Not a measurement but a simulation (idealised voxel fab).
This section sets out a process module, namely voxel gate over fins.
The cross-section shown here is cut; it is 250 nm wide and divided into square cells measuring 5 nm on a side.
Format of a cross-section: grid, square cells. Given as bands. Order: top down. Band: one or more rows of cells. Look at the band entry: it leads with the top's height and the bottom's height in nm. Then it lists the materials left to right, with a width in nm for each. The word "throughout" on a single material says that material fills the band edge to edge. The word "blank" is empty space. Note: height 0 marks the level under which the wafer is uniformly one material as received. Lowest band unbounded below, written "from 0 down". Think of "30..40" as a width that walks from the first number to the second as you go down the band, top row to bottom row, taking equal-sized steps from row to row. The cross-section has no changed cell in any step marked "no alterations made". This entry, "Closed-off voids", enumerates those empty regions of no fewer than 8 cells that possess no open connection to the top. Each region is reported in the form width x height at distance, the distance being taken from the left edge, with all three quantities expressed in nm. If you see something after the settings on a step's line, that's the simulator's own remark about that step. A step line may carry the setting "overlay nm", which, for steps involving a mask, states the distance by which the mask lay to the right of its intended position; negative values denote displacement to the left.

THE PROCESS STEPS THAT WERE PLANNED ARE LISTED BELOW
1) RECEIVE (material Si)
2) CONFORMAL_DEP (material SiN; thk nm 10)
3) PATTERN (tone cover; mask id FINS; material resist; width nm 15; pitch nm 60; thk nm 20; overlay nm 0)
4) DIRECTIONAL_ETCH (etch materials SiN; depth nm 10)
5) DIRECTIONAL_ETCH (etch materials Si; depth nm 40)
6) STRIP (etch materials resist)
7) OXIDIZE (depth nm 5)
8) FILL_DEP (material SiO2; thk nm 5)
9) CMP (height nm 10)
10) MASKED_ETCH (tone open; mask id RAIL; width nm 15; etch materials SiO2; depth nm 45; overlay nm 0)
11) CONFORMAL_DEP (material TiN; thk nm 5)
12) FILL_DEP (material Ru; thk nm 10)
13) CMP (height nm 10)
14) SELECTIVE_ETCH (etch materials W Ru TiN; depth nm 25)
15) FILL_DEP (material SiO2; thk nm 5)
16) CMP (height nm 10)
17) SELECTIVE_ETCH (etch materials SiO2; depth nm 20)
18) STRIP (etch materials SiN)
19) CONFORMAL_DEP (material HfO2; thk nm 5)
20) CONFORMAL_DEP (material TiN; thk nm 5)
21) CONFORMAL_DEP (material TiAl; thk nm 5)
22) CONFORMAL_DEP (material TiN; thk nm 5)
23) FILL_DEP (material W; thk nm 10)
24) CMP (height nm 25)
25) CONFORMAL_DEP (material SiCN; thk nm 10)

CROSS-SECTIONAL VIEW OF THE WAFER IN ITS AS-RECEIVED CONDITION, CORRESPONDING TO THE STATE AFTER STEP 1
    from 0 down  Si throughout
    Closed-off voids: none

MODULE COMPLETE, CROSS-SECTION. STARTING POINT AND PLAN PER ABOVE. ONE MISTAKE MADE IN RUNNING THE MODULE
    from 35 to 25  SiCN throughout
    from 25 to 20  W throughout
    from 20 to 15  W 10 nm / TiN 45 nm / W 15 nm / TiN 45 nm / W 15 nm / TiN 45 nm / W 15 nm / TiN 45 nm / W 15 nm
    from 15 to 10  W 10 nm / TiN 5 nm / TiAl 35 nm / TiN 5 nm / W 15 nm / TiN 5 nm / TiAl 35 nm / TiN 5 nm / W 15 nm / TiN 5 nm / TiAl 35 nm / TiN 5 nm / W 15 nm / TiN 5 nm / TiAl 35 nm / TiN 5 nm / W 15 nm
    from 10 to 5  TiN 15 nm / TiAl 5 nm / HfO2 25 nm / TiAl 5 nm / TiN 25 nm / TiAl 5 nm / HfO2 25 nm / TiAl 5 nm / TiN 25 nm / TiAl 5 nm / HfO2 25 nm / TiAl 5 nm / TiN 25 nm / TiAl 5 nm / HfO2 25 nm / TiAl 5 nm / TiN 20 nm
    from 5 to 0  TiAl 20 nm / HfO2 5 nm / TiN 15 nm / HfO2 5 nm / TiAl 35 nm / HfO2 5 nm / TiN 15 nm / HfO2 5 nm / TiAl 35 nm / HfO2 5 nm / TiN 15 nm / HfO2 5 nm / TiAl 35 nm / HfO2 5 nm / TiN 15 nm / HfO2 5 nm / TiAl 25 nm
    from 0 to -5  HfO2 25 nm / TiN 5 nm / Si 5 nm / TiN 5 nm / HfO2 45 nm / TiN 5 nm / Si 5 nm / TiN 5 nm / HfO2 45 nm / TiN 5 nm / Si 5 nm / TiN 5 nm / HfO2 45 nm / TiN 5 nm / Si 5 nm / TiN 5 nm / HfO2 30 nm
    from -5 to -10  TiN 30 nm / Si 5 nm / TiN 55 nm / Si 5 nm / TiN 55 nm / Si 5 nm / TiN 55 nm / Si 5 nm / TiN 35 nm
    from -10 to -15  SiO2 30 nm / Si 5 nm / SiO2 55 nm / Si 5 nm / SiO2 55 nm / Si 5 nm / SiO2 55 nm / Si 5 nm / SiO2 35 nm
    from -15 to -30  SiO2 30 nm / Si 5 nm / SiO2 20 nm / TiN 5 nm / Ru 5 nm / TiN 5 nm / SiO2 20 nm / Si 5 nm / SiO2 55 nm / Si 5 nm / SiO2 55 nm / Si 5 nm / SiO2 35 nm
    from -30 to -35  SiO2 30 nm / Si 5 nm / SiO2 20 nm / TiN 15 nm / SiO2 20 nm / Si 5 nm / SiO2 55 nm / Si 5 nm / SiO2 55 nm / Si 5 nm / SiO2 35 nm
    from -35 to -45  SiO2 30 nm / Si 5 nm / SiO2 55 nm / Si 5 nm / SiO2 55 nm / Si 5 nm / SiO2 55 nm / Si 5 nm / SiO2 35 nm
    from -45 down  Si throughout
    Closed-off voids: none
In executing the process, a mistake was made relative to the plan: steps 19 and 20 got flipped, so each one ran where the other should have
